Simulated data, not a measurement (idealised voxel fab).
Process module name: voxel capacitor over wiring
In the cross-section labelled cut, the width is 200 nm and each square cell is 5 nm.
This document writes a cross-section as a grid whose cells are square, and gives it as bands, listed from the top down; one or more rows of cells form a band.
The band entry comprises the height of the band's top followed by the height of its bottom, expressed in nm, and subsequently the band's materials from left to right, each stated together with its width in nm. Where a single material is marked with the word "everywhere", that material fills the band from edge to edge. The word "air" represents empty space.
Height datum 0, below which the as-received substrate wafer is one material. Lowest band open at the bottom, running downward: "0 nm and below".
Width "30->40": first value at the band's top row of cells, second value at its bottom row, equal change from row to row.
No cell of the cross-section changed in a step that is given as "stayed the same".
Each empty space that has no open way to the top and spans at least 8 cells appears under "Encapsulated voids" as width x height at distance, the distance counted from the left edge, all in nm.
Text after the settings on a step's line: the simulator's own remark on that step.
overlay nm: mask right of planned place by this much (step with mask). Neg. = left.

-- Intended process steps
1,RECEIVE | material Si
2,CONFORMAL_DEP | material SiO2 | thk nm 15
3,CONFORMAL_DEP | material SiCN | thk nm 5
4,DIRECTIONAL_DEP | material lowk | thk nm 20
5,PATTERN | tone open | mask id METAL_1 | material resist | width nm 30 | pitch nm 80 | thk nm 20 | overlay nm 0
6,DIRECTIONAL_ETCH | etch materials lowk | depth nm 20
7,DIRECTIONAL_ETCH | etch materials SiCN | depth nm 5
8,STRIP | etch materials resist
9,CONFORMAL_DEP | material TiN | thk nm 5
10,FILL_DEP | material Cu | thk nm 5
11,CMP | height nm 40
12,CONFORMAL_DEP | material SiCN | thk nm 5
13,DIRECTIONAL_DEP | material lowk | thk nm 10
14,MASKED_ETCH | tone open | mask id PLUG_1 | width nm 15 | etch materials lowk | depth nm 10 | overlay nm 0
15,MASKED_ETCH | tone open | mask id PLUG_1 | width nm 15 | etch materials SiCN | depth nm 5 | overlay nm 0
16,EPI | material Ru | thk nm 10
17,EPI | material Ru | thk nm 5
18,DIRECTIONAL_DEP | material TiN | thk nm 10
19,DIRECTIONAL_DEP | material Al2O3 | thk nm 5
20,DIRECTIONAL_DEP | material TiN | thk nm 5
21,PATTERN | tone cover | mask id UPPER_PLATE | material resist | width nm 55 | thk nm 15 | overlay nm 0
22,DIRECTIONAL_ETCH | etch materials TiN | depth nm 5
23,DIRECTIONAL_ETCH | etch materials Al2O3 | depth nm 5
24,STRIP | etch materials resist
25,MASKED_ETCH | tone cover | mask id LOWER_PLATE | width nm 65 | etch materials TiN | depth nm 10 | overlay nm 0
26,FILL_DEP | material SiO2 | thk nm 15
27,CMP | height nm 85
28,PATTERN | tone open | mask id PLUG_2 | material resist | width nm 15 | thk nm 15 | overlay nm 0
29,DIRECTIONAL_ETCH | etch materials SiO2 | depth nm 10
30,STRIP | etch materials resist
31,CONFORMAL_DEP | material TiN | thk nm 5
32,FILL_DEP | material W | thk nm 10
33,CMP | height nm 85
34,CONFORMAL_DEP | material SiN | thk nm 5

-- First of two wafers, with the run carried out as planned

-- Wafer cross-section on receipt, i.e. after step 1
    0 nm and below | Si everywhere
    Encapsulated voids: none

-- The wafer in cross-section once step 2 is complete
    15 nm to 0 nm | SiO2 everywhere
    Below 0, no change.

-- The wafer in cross-section once step 3 is complete
    20 nm to 15 nm | SiCN everywhere
    Below 15, no change.

-- The wafer in cross-section once step 4 is complete
    40 nm to 20 nm | lowk everywhere
    Below 20, no change.

-- The wafer in cross-section once step 5 is complete
    60 nm to 40 nm | resist=45; air=30; resist=50; air=30; resist=45
    Below 40, no change.

-- The wafer in cross-section once step 6 is complete
    60 nm to 40 nm | resist=45; air=30; resist=50; air=30; resist=45
    40 nm to 20 nm | lowk=45; air=30; lowk=50; air=30; lowk=45
    Below 20, no change.

-- The wafer in cross-section once step 7 is complete
    60 nm to 40 nm | resist=45; air=30; resist=50; air=30; resist=45
    40 nm to 20 nm | lowk=45; air=30; lowk=50; air=30; lowk=45
    20 nm to 15 nm | SiCN=45; air=30; SiCN=50; air=30; SiCN=45
    Below 15, no change.

-- The wafer in cross-section once step 8 is complete
    40 nm to 20 nm | lowk=45; air=30; lowk=50; air=30; lowk=45
    Below 20, no change.

-- The wafer in cross-section once step 9 is complete
    45 nm to 40 nm | TiN=50; air=20; TiN=60; air=20; TiN=50
    40 nm to 20 nm | lowk=45; TiN=5; air=20; TiN=5; lowk=50; TiN=5; air=20; TiN=5; lowk=45
    20 nm to 15 nm | SiCN=45; TiN=30; SiCN=50; TiN=30; SiCN=45
    Below 15, no change.

-- The wafer in cross-section once step 10 is complete
    50 nm to 45 nm | Cu everywhere
    45 nm to 40 nm | TiN=50; Cu=20; TiN=60; Cu=20; TiN=50
    40 nm to 20 nm | lowk=45; TiN=5; Cu=20; TiN=5; lowk=50; TiN=5; Cu=20; TiN=5; lowk=45
    Below 20, no change.

-- The wafer in cross-section once step 11 is complete
    40 nm to 20 nm | lowk=45; TiN=5; Cu=20; TiN=5; lowk=50; TiN=5; Cu=20; TiN=5; lowk=45
    Below 20, no change.

-- The wafer in cross-section once step 12 is complete
    45 nm to 40 nm | SiCN everywhere
    Below 40, no change.

-- The wafer in cross-section once step 13 is complete
    55 nm to 45 nm | lowk everywhere
    Below 45, no change.

-- The wafer in cross-section once step 14 is complete
    55 nm to 45 nm | lowk=60; air=15; lowk=125
    Below 45, no change.

-- The wafer in cross-section once step 15 is complete
    55 nm to 45 nm | lowk=60; air=15; lowk=125
    45 nm to 40 nm | SiCN=60; air=15; SiCN=125
    Below 40, no change.

-- The wafer in cross-section once step 16 is complete
    55 nm to 50 nm | lowk=60; air=15; lowk=125
    50 nm to 45 nm | lowk=60; Ru=15; lowk=125
    45 nm to 40 nm | SiCN=60; Ru=15; SiCN=125
    Below 40, no change.

-- The wafer in cross-section once step 17 is complete
    55 nm to 45 nm | lowk=60; Ru=15; lowk=125
    Below 45, no change.

-- The wafer in cross-section once step 18 is complete
    65 nm to 55 nm | TiN everywhere
    Below 55, no change.

-- The wafer in cross-section once step 19 is complete
    70 nm to 65 nm | Al2O3 everywhere
    Below 65, no change.

-- The wafer in cross-section once step 20 is complete
    75 nm to 70 nm | TiN everywhere
    Below 70, no change.

-- The wafer in cross-section once step 21 is complete
    90 nm to 75 nm | air=60; resist=55; air=85
    Below 75, no change.

-- The wafer in cross-section once step 22 is complete
    90 nm to 75 nm | air=60; resist=55; air=85
    75 nm to 70 nm | air=60; TiN=55; air=85
    Below 70, no change.

-- The wafer in cross-section once step 23 is complete
    90 nm to 75 nm | air=60; resist=55; air=85
    75 nm to 70 nm | air=60; TiN=55; air=85
    70 nm to 65 nm | air=60; Al2O3=55; air=85
    Below 65, no change.

-- The wafer in cross-section once step 24 is complete
    75 nm to 70 nm | air=60; TiN=55; air=85
    Below 70, no change.

-- The wafer in cross-section once step 25 is complete
    75 nm to 70 nm | air=60; TiN=55; air=85
    70 nm to 65 nm | air=60; Al2O3=55; air=85
    65 nm to 55 nm | air=55; TiN=65; air=80
    Below 55, no change.

-- The wafer in cross-section once step 26 is complete
    90 nm to 75 nm | SiO2 everywhere
    75 nm to 70 nm | SiO2=60; TiN=55; SiO2=85
    70 nm to 65 nm | SiO2=60; Al2O3=55; SiO2=85
    65 nm to 55 nm | SiO2=55; TiN=65; SiO2=80
    Below 55, no change.

-- The wafer in cross-section once step 27 is complete
    85 nm to 75 nm | SiO2 everywhere
    Below 75, no change.

-- The wafer in cross-section once step 28 is complete
    100 nm to 85 nm | resist=70; air=15; resist=115
    Below 85, no change.

-- The wafer in cross-section once step 29 is complete
    100 nm to 85 nm | resist=70; air=15; resist=115
    85 nm to 75 nm | SiO2=70; air=15; SiO2=115
    Below 75, no change.

-- The wafer in cross-section once step 30 is complete
    85 nm to 75 nm | SiO2=70; air=15; SiO2=115
    Below 75, no change.

-- The wafer in cross-section once step 31 is complete
    90 nm to 85 nm | TiN=75; air=5; TiN=120
    85 nm to 80 nm | SiO2=70; TiN=5; air=5; TiN=5; SiO2=115
    80 nm to 70 nm | SiO2=70->60; TiN=15->55; SiO2=115->85
    Below 70, no change.

-- The wafer in cross-section once step 32 is complete
    100 nm to 90 nm | W everywhere
    90 nm to 85 nm | TiN=75; W=5; TiN=120
    85 nm to 80 nm | SiO2=70; TiN=5; W=5; TiN=5; SiO2=115
    Below 80, no change.

-- The wafer in cross-section once step 33 is complete
    85 nm to 80 nm | SiO2=70; TiN=5; W=5; TiN=5; SiO2=115
    Below 80, no change.

-- The wafer in cross-section once step 34 is complete
    90 nm to 85 nm | SiN everywhere
    Below 85, no change.

-- Wafer two. Same start, same plan, one slip in execution. Same as wafer one through step 30, inclusive

-- Cross-section, second wafer, at the end time the plan gives for step 31
    90 nm to 85 nm | Al2O3=75; air=5; Al2O3=120
    85 nm to 80 nm | SiO2=70; Al2O3=5; air=5; Al2O3=5; SiO2=115
    80 nm to 75 nm | SiO2=70; Al2O3=15; SiO2=115
    Below 75, no change.

-- Cross-section, second wafer, at the end time the plan gives for step 32
    100 nm to 90 nm | W everywhere
    90 nm to 85 nm | Al2O3=75; W=5; Al2O3=120
    85 nm to 80 nm | SiO2=70; Al2O3=5; W=5; Al2O3=5; SiO2=115
    Below 80, no change.

-- Cross-section, second wafer, at the end time the plan gives for step 33
    85 nm to 80 nm | SiO2=70; Al2O3=5; W=5; Al2O3=5; SiO2=115
    Below 80, no change.

-- Cross-section, second wafer, at the end time the plan gives for step 34
    90 nm to 85 nm | SiN everywhere
    Below 85, no change.
What went wrong in running the wafer? not per plan at step 31, really ran CONFORMAL_DEP | material Al2O3 | thk nm 5
Looking at both finished wafers in cells, the second ends up ahead of or behind the first on some materials: Al2O3: 5 more, TiN: 5 fewer
